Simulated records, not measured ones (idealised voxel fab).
The following is a process module called voxel self aligned vias.
Xsec cut, 235 nm wide, square cell size 5 nm.
We lay out every cross-section as a grid of square cells and spell it out in bands from the top down, where one band means one or more rows of cells.
Quick guide to a band line: top height, bottom height (nm) up front; then every material left to right with its width in nm. Only one material and it's marked "throughout"? Then it fills the band edge to edge. And "empty" just means empty space.
Measure heights from 0. That's the level where, below it, the as-received wafer is all one material. The lowest band is bottomless and extends downward; write it as in "0..down".
With a width like "30..40", each row of cells in the band differs from the next by the same amount, the top row carrying the first number and the bottom row the second.
Given "nothing changed" for a step, no cell of the cross-section differs between before and after that step.
Entry "Sealed voids". Content: empty spaces with no open connection to the top, size 8 cells or greater. Each: width x height at distance. Distance: from left edge. Unit: nm.
On each step's line, the part that comes after the settings is the simulator's own comment on the step.
"overlay nm" denotes, for a step that has a mask, the displacement of the mask to the right of its planned place, with negative values corresponding to the left.
LIST OF PLANNED PROCESS STEPS
1 RECEIVE | material Si
2 CONFORMAL_DEP | material SiO2 | thk nm 10
3 CONFORMAL_DEP | material SiCN | thk nm 5
4 DIRECTIONAL_DEP | material lowk | thk nm 30
5 PATTERN | tone open | mask id LINES | material resist | width nm 25 | pitch nm 65 | thk nm 15 | overlay nm 0
6 DIRECTIONAL_ETCH | etch materials lowk | depth nm 30
7 STRIP | etch materials resist
8 CONFORMAL_DEP | material TiN | thk nm 5
9 FILL_DEP | material Ru | thk nm 5
10 CMP | height nm 45
11 SELECTIVE_ETCH | etch materials W Ru TiN | depth nm 5
12 FILL_DEP | material SiN | thk nm 5
13 CMP | height nm 45
14 DIRECTIONAL_DEP | material lowk | thk nm 20
15 MASKED_ETCH | tone open | mask id VIAS | width nm 35 | pitch nm 65 | etch materials lowk | depth nm 20 | overlay nm 0
16 MASKED_ETCH | tone open | mask id VIAS | width nm 35 | pitch nm 65 | etch materials SiN | depth nm 5 | overlay nm 0
17 CONFORMAL_DEP | material TiN | thk nm 5
18 FILL_DEP | material W | thk nm 10
19 CMP | height nm 65
20 CONFORMAL_DEP | material SiN | thk nm 5
FIRST OUT OF TWO WAFERS; RUN WENT TO PLAN
CROSS-SECTION: WAFER ON ARRIVAL = AFTER STEP 1
	0..down = Si throughout
	Sealed voids: none
UPON COMPLETION OF STEP 2, THE WAFER APPEARS IN CROSS-SECTION AS SHOWN
	10..0 = SiO2 throughout
	Nothing below the height 0 has changed.
UPON COMPLETION OF STEP 3, THE WAFER APPEARS IN CROSS-SECTION AS SHOWN
	15..10 = SiCN throughout
	Nothing below the height 10 has changed.
UPON COMPLETION OF STEP 4, THE WAFER APPEARS IN CROSS-SECTION AS SHOWN
	45..15 = lowk throughout
	Nothing below the height 15 has changed.
UPON COMPLETION OF STEP 5, THE WAFER APPEARS IN CROSS-SECTION AS SHOWN
	60..45 = resist 40 nm / empty 25 nm / resist 40 nm / empty 25 nm / resist 40 nm / empty 25 nm / resist 40 nm
	Nothing below the height 45 has changed.
UPON COMPLETION OF STEP 6, THE WAFER APPEARS IN CROSS-SECTION AS SHOWN
	60..45 = resist 40 nm / empty 25 nm / resist 40 nm / empty 25 nm / resist 40 nm / empty 25 nm / resist 40 nm
	45..15 = lowk 40 nm / empty 25 nm / lowk 40 nm / empty 25 nm / lowk 40 nm / empty 25 nm / lowk 40 nm
	Nothing below the height 15 has changed.
UPON COMPLETION OF STEP 7, THE WAFER APPEARS IN CROSS-SECTION AS SHOWN
	45..15 = lowk 40 nm / empty 25 nm / lowk 40 nm / empty 25 nm / lowk 40 nm / empty 25 nm / lowk 40 nm
	Nothing below the height 15 has changed.
UPON COMPLETION OF STEP 8, THE WAFER APPEARS IN CROSS-SECTION AS SHOWN
	50..45 = TiN 45 nm / empty 15 nm / TiN 50 nm / empty 15 nm / TiN 50 nm / empty 15 nm / TiN 45 nm
	45..20 = lowk 40 nm / TiN 5 nm / empty 15 nm / TiN 5 nm / lowk 40 nm / TiN 5 nm / empty 15 nm / TiN 5 nm / lowk 40 nm / TiN 5 nm / empty 15 nm / TiN 5 nm / lowk 40 nm
	20..15 = lowk 40 nm / TiN 25 nm / lowk 40 nm / TiN 25 nm / lowk 40 nm / TiN 25 nm / lowk 40 nm
	Nothing below the height 15 has changed.
UPON COMPLETION OF STEP 9, THE WAFER APPEARS IN CROSS-SECTION AS SHOWN
	55..50 = Ru throughout
	50..45 = TiN 45 nm / Ru 15 nm / TiN 50 nm / Ru 15 nm / TiN 50 nm / Ru 15 nm / TiN 45 nm
	45..20 = lowk 40 nm / TiN 5 nm / Ru 15 nm / TiN 5 nm / lowk 40 nm / TiN 5 nm / Ru 15 nm / TiN 5 nm / lowk 40 nm / TiN 5 nm / Ru 15 nm / TiN 5 nm / lowk 40 nm
	Nothing below the height 20 has changed.
UPON COMPLETION OF STEP 10, THE WAFER APPEARS IN CROSS-SECTION AS SHOWN
	45..20 = lowk 40 nm / TiN 5 nm / Ru 15 nm / TiN 5 nm / lowk 40 nm / TiN 5 nm / Ru 15 nm / TiN 5 nm / lowk 40 nm / TiN 5 nm / Ru 15 nm / TiN 5 nm / lowk 40 nm
	Nothing below the height 20 has changed.
UPON COMPLETION OF STEP 11, THE WAFER APPEARS IN CROSS-SECTION AS SHOWN
	45..40 = lowk 40 nm / empty 25 nm / lowk 40 nm / empty 25 nm / lowk 40 nm / empty 25 nm / lowk 40 nm
	Nothing below the height 40 has changed.
UPON COMPLETION OF STEP 12, THE WAFER APPEARS IN CROSS-SECTION AS SHOWN
	50..45 = SiN throughout
	45..40 = lowk 40 nm / SiN 25 nm / lowk 40 nm / SiN 25 nm / lowk 40 nm / SiN 25 nm / lowk 40 nm
	Nothing below the height 40 has changed.
UPON COMPLETION OF STEP 13, THE WAFER APPEARS IN CROSS-SECTION AS SHOWN
	45..40 = lowk 40 nm / SiN 25 nm / lowk 40 nm / SiN 25 nm / lowk 40 nm / SiN 25 nm / lowk 40 nm
	Nothing below the height 40 has changed.
UPON COMPLETION OF STEP 14, THE WAFER APPEARS IN CROSS-SECTION AS SHOWN
	65..45 = lowk throughout
	Nothing below the height 45 has changed.
UPON COMPLETION OF STEP 15, THE WAFER APPEARS IN CROSS-SECTION AS SHOWN
	65..45 = lowk 35 nm / empty 35 nm / lowk 30 nm / empty 35 nm / lowk 30 nm / empty 35 nm / lowk 35 nm
	Nothing below the height 45 has changed.
UPON COMPLETION OF STEP 16, THE WAFER APPEARS IN CROSS-SECTION AS SHOWN
	65..45 = lowk 35 nm / empty 35 nm / lowk 30 nm / empty 35 nm / lowk 30 nm / empty 35 nm / lowk 35 nm
	45..40 = lowk 40 nm / empty 25 nm / lowk 40 nm / empty 25 nm / lowk 40 nm / empty 25 nm / lowk 40 nm
	Nothing below the height 40 has changed.
UPON COMPLETION OF STEP 17, THE WAFER APPEARS IN CROSS-SECTION AS SHOWN
	70..65 = TiN 40 nm / empty 25 nm / TiN 40 nm / empty 25 nm / TiN 40 nm / empty 25 nm / TiN 40 nm
	65..50 = lowk 35 nm / TiN 5 nm / empty 25 nm / TiN 5 nm / lowk 30 nm / TiN 5 nm / empty 25 nm / TiN 5 nm / lowk 30 nm / TiN 5 nm / empty 25 nm / TiN 5 nm / lowk 35 nm
	50..45 = lowk 35 nm / TiN 10 nm / empty 15 nm / TiN 10 nm / lowk 30 nm / TiN 10 nm / empty 15 nm / TiN 10 nm / lowk 30 nm / TiN 10 nm / empty 15 nm / TiN 10 nm / lowk 35 nm
	45..40 = lowk 40 nm / TiN 25 nm / lowk 40 nm / TiN 25 nm / lowk 40 nm / TiN 25 nm / lowk 40 nm
	Nothing below the height 40 has changed.
UPON COMPLETION OF STEP 18, THE WAFER APPEARS IN CROSS-SECTION AS SHOWN
	80..70 = W throughout
	70..65 = TiN 40 nm / W 25 nm / TiN 40 nm / W 25 nm / TiN 40 nm / W 25 nm / TiN 40 nm
	65..50 = lowk 35 nm / TiN 5 nm / W 25 nm / TiN 5 nm / lowk 30 nm / TiN 5 nm / W 25 nm / TiN 5 nm / lowk 30 nm / TiN 5 nm / W 25 nm / TiN 5 nm / lowk 35 nm
	50..45 = lowk 35 nm / TiN 10 nm / W 15 nm / TiN 10 nm / lowk 30 nm / TiN 10 nm / W 15 nm / TiN 10 nm / lowk 30 nm / TiN 10 nm / W 15 nm / TiN 10 nm / lowk 35 nm
	Nothing below the height 45 has changed.
UPON COMPLETION OF STEP 19, THE WAFER APPEARS IN CROSS-SECTION AS SHOWN
	65..50 = lowk 35 nm / TiN 5 nm / W 25 nm / TiN 5 nm / lowk 30 nm / TiN 5 nm / W 25 nm / TiN 5 nm / lowk 30 nm / TiN 5 nm / W 25 nm / TiN 5 nm / lowk 35 nm
	Nothing below the height 50 has changed.
UPON COMPLETION OF STEP 20, THE WAFER APPEARS IN CROSS-SECTION AS SHOWN
	70..65 = SiN throughout
	Nothing below the height 65 has changed.
SECOND WAFER: LIKE START, LIKE PLAN, ONE MISTAKE. THROUGH STEP 9 IT MATCHES THE FIRST WAFER
CROSS-SECTION, SECOND WAFER, AT THE END TIME THE PLAN GIVES FOR STEP 10
	40..20 = lowk 40 nm / TiN 5 nm / Ru 15 nm / TiN 5 nm / lowk 40 nm / TiN 5 nm / Ru 15 nm / TiN 5 nm / lowk 40 nm / TiN 5 nm / Ru 15 nm / TiN 5 nm / lowk 40 nm
	Nothing below the height 20 has changed.
CROSS-SECTION, SECOND WAFER, AT THE END TIME THE PLAN GIVES FOR STEP 11
	40..35 = lowk 40 nm / empty 25 nm / lowk 40 nm / empty 25 nm / lowk 40 nm / empty 25 nm / lowk 40 nm
	Nothing below the height 35 has changed.
CROSS-SECTION, SECOND WAFER, AT THE END TIME THE PLAN GIVES FOR STEP 12
	45..40 = SiN throughout
	40..35 = lowk 40 nm / SiN 25 nm / lowk 40 nm / SiN 25 nm / lowk 40 nm / SiN 25 nm / lowk 40 nm
	Nothing below the height 35 has changed.
Cross-section, second wafer, at the end time the plan gives for step 13: nothing changed
CROSS-SECTION, SECOND WAFER, AT THE END TIME THE PLAN GIVES FOR STEP 14
	65..45 = lowk throughout
	Nothing below the height 45 has changed.
CROSS-SECTION, SECOND WAFER, AT THE END TIME THE PLAN GIVES FOR STEP 15
	65..45 = lowk 35 nm / empty 35 nm / lowk 30 nm / empty 35 nm / lowk 30 nm / empty 35 nm / lowk 35 nm
	Nothing below the height 45 has changed.
CROSS-SECTION, SECOND WAFER, AT THE END TIME THE PLAN GIVES FOR STEP 16
	65..45 = lowk 35 nm / empty 35 nm / lowk 30 nm / empty 35 nm / lowk 30 nm / empty 35 nm / lowk 35 nm
	45..40 = SiN 35 nm / empty 35 nm / SiN 30 nm / empty 35 nm / SiN 30 nm / empty 35 nm / SiN 35 nm
	Nothing below the height 40 has changed.
CROSS-SECTION, SECOND WAFER, AT THE END TIME THE PLAN GIVES FOR STEP 17
	70..65 = TiN 40 nm / empty 25 nm / TiN 40 nm / empty 25 nm / TiN 40 nm / empty 25 nm / TiN 40 nm
	65..45 = lowk 35 nm / TiN 5 nm / empty 25 nm / TiN 5 nm / lowk 30 nm / TiN 5 nm / empty 25 nm / TiN 5 nm / lowk 30 nm / TiN 5 nm / empty 25 nm / TiN 5 nm / lowk 35 nm
	45..40 = SiN 35 nm / TiN 35 nm / SiN 30 nm / TiN 35 nm / SiN 30 nm / TiN 35 nm / SiN 35 nm
	Nothing below the height 40 has changed.
CROSS-SECTION, SECOND WAFER, AT THE END TIME THE PLAN GIVES FOR STEP 18
	80..70 = W throughout
	70..65 = TiN 40 nm / W 25 nm / TiN 40 nm / W 25 nm / TiN 40 nm / W 25 nm / TiN 40 nm
	65..45 = lowk 35 nm / TiN 5 nm / W 25 nm / TiN 5 nm / lowk 30 nm / TiN 5 nm / W 25 nm / TiN 5 nm / lowk 30 nm / TiN 5 nm / W 25 nm / TiN 5 nm / lowk 35 nm
	Nothing below the height 45 has changed.
CROSS-SECTION, SECOND WAFER, AT THE END TIME THE PLAN GIVES FOR STEP 19
	65..45 = lowk 35 nm / TiN 5 nm / W 25 nm / TiN 5 nm / lowk 30 nm / TiN 5 nm / W 25 nm / TiN 5 nm / lowk 30 nm / TiN 5 nm / W 25 nm / TiN 5 nm / lowk 35 nm
	Nothing below the height 45 has changed.
CROSS-SECTION, SECOND WAFER, AT THE END TIME THE PLAN GIVES FOR STEP 20
	70..65 = SiN throughout
	Nothing below the height 65 has changed.
Where did the run depart from the plan? in deviation from the planned setting, step 10 was conducted as CMP | height nm 40
Bottom line after processing is that, in cells, the second wafer is up or down on some materials versus the first: Ru -9 | SiN +41 | TiN -6 | W +6 | lowk -32
